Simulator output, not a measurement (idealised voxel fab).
Documented hereafter: the process module known as voxel local oxidation.
Displayed cross-section: cut, width of 280 nm, square cells sized 5 nm.
How to read a cross-section here: the picture is a grid of square cells, written as bands going from the top down, and any band can span one or more rows of cells. The band entry comprises the height of the band's top followed by the height of its bottom, expressed in nm, and subsequently the band's materials from left to right, each stated together with its width in nm. Where a single material is marked with the word "edge to edge", that material fills the band from edge to edge. The word "empty" represents empty space. It should be noted that heights are counted from 0, beneath which the wafer as supplied is of one material throughout, and that the lowest band possesses no lower boundary but continues downward, as written in "0 down". Note: "30 to 40" means the width goes from the first number (top row of the band) to the second number (bottom row) in equal steps per row of cells. "nothing different" (step): cross-section cells unchanged, all of them. This entry, "Enclosed void listing", enumerates those empty regions of no fewer than 8 cells that possess no open connection to the top. Each region is reported in the form width x height at distance, the distance being taken from the left edge, with all three quantities expressed in nm. Formally, on a step line, whatever follows the settings is a remark that the simulator itself makes on the step. For masked steps, "overlay nm" on the step line gives how far right of plan the mask actually lay; a minus sign means it lay to the left.
## Here's what the planned process steps look like
1. RECEIVE, material Si
2. CONFORMAL_DEP, material SiO2, thk nm 5
3. CONFORMAL_DEP, material SiN, thk nm 15
4. DIRECTIONAL_DEP, material aC, thk nm 15
5. PATTERN, tone cover, mask id ACTIVE, material resist, width nm 125, thk nm 30, overlay nm 0
6. DIRECTIONAL_ETCH, etch materials aC, depth nm 15
7. STRIP, etch materials resist
8. DIRECTIONAL_ETCH, etch materials SiN, depth nm 15
9. STRIP, etch materials aC
10. SELECTIVE_ETCH, etch materials SiO2, depth nm 5
11. OXIDIZE, depth nm 15
12. STRIP, etch materials SiN
## The first of the two wafers, which ran as planned
## Incoming wafer, cross-sectional view, post step 1
> 0 down  Si edge to edge
> Enclosed void listing: none
## Wafer xsec, post step 2
> 5 to 0  SiO2 edge to edge
> Below 0, the layers are the same as they were.
## Wafer xsec, post step 3
> 20 to 5  SiN edge to edge
> Below 5, the layers are the same as they were.
## Wafer xsec, post step 4
> 35 to 20  aC edge to edge
> Below 20, the layers are the same as they were.
## Wafer xsec, post step 5
> 65 to 35  empty: 75 / resist: 125 / empty: 80
> Below 35, the layers are the same as they were.
## Wafer xsec, post step 6
> 50 to 35  empty: 75 / resist: 125 / empty: 80
> 35 to 20  empty: 75 / aC: 125 / empty: 80
> Below 20, the layers are the same as they were.
## Wafer xsec, post step 7
> 35 to 20  empty: 75 / aC: 125 / empty: 80
> Below 20, the layers are the same as they were.
## Wafer xsec, post step 8
> 35 to 20  empty: 75 / aC: 125 / empty: 80
> 20 to 5  empty: 75 / SiN: 125 / empty: 80
> Below 5, the layers are the same as they were.
## Wafer xsec, post step 9
> 20 to 5  empty: 75 / SiN: 125 / empty: 80
> Below 5, the layers are the same as they were.
## Wafer xsec, post step 10
> 20 to 5  empty: 75 / SiN: 125 / empty: 80
> 5 to 0  empty: 80 / SiO2: 115 / empty: 85
> Below 0, the layers are the same as they were.
## Wafer xsec, post step 11
> 20 to 5  empty: 75 / SiN: 125 / empty: 80
> 5 to 0  empty: 80 / SiO2: 115 / empty: 85
> 0 to -15  SiO2: 95 / Si: 85 / SiO2: 100
> Below -15, the layers are the same as they were.
## Wafer xsec, post step 12
> 5 to 0  empty: 80 / SiO2: 115 / empty: 85
> Below 0, the layers are the same as they were.
## The remaining wafer, second of the two, started like the first and was run to the same plan, except that one mistake was made along the way; the two coincide through step 4, inclusive
## when step 5 should have ended
> 65 to 35  empty: 80 / resist: 120 / empty: 80
> Below 35, the layers are the same as they were.
## when step 6 should have ended
> 50 to 35  empty: 80 / resist: 120 / empty: 80
> 35 to 20  empty: 80 / aC: 120 / empty: 80
> Below 20, the layers are the same as they were.
## when step 7 should have ended
> 35 to 20  empty: 80 / aC: 120 / empty: 80
> Below 20, the layers are the same as they were.
## when step 8 should have ended
> 35 to 20  empty: 80 / aC: 120 / empty: 80
> 20 to 5  empty: 80 / SiN: 120 / empty: 80
> Below 5, the layers are the same as they were.
## when step 9 should have ended
> 20 to 5  empty: 80 / SiN: 120 / empty: 80
> Below 5, the layers are the same as they were.
## when step 10 should have ended
> 20 to 5  empty: 80 / SiN: 120 / empty: 80
> 5 to 0  empty: 85 / SiO2: 110 / empty: 85
> Below 0, the layers are the same as they were.
## when step 11 should have ended
> 20 to 5  empty: 80 / SiN: 120 / empty: 80
> 5 to 0  empty: 85 / SiO2: 110 / empty: 85
> 0 to -15  SiO2: 100 / Si: 80 / SiO2: 100
> Below -15, the layers are the same as they were.
## when step 12 should have ended
> 5 to 0  empty: 85 / SiO2: 110 / empty: 85
> Below 0, the layers are the same as they were.
Run error: step 5 went in with a setting other than planned; the actual run was PATTERN, tone cover, mask id ACTIVE, material resist, width nm 120, thk nm 30, overlay nm 0
Once processing is complete, comparing cell counts shows that the second wafer has more or fewer of certain materials than the first: Si: 3 fewer, SiO2: 2 more
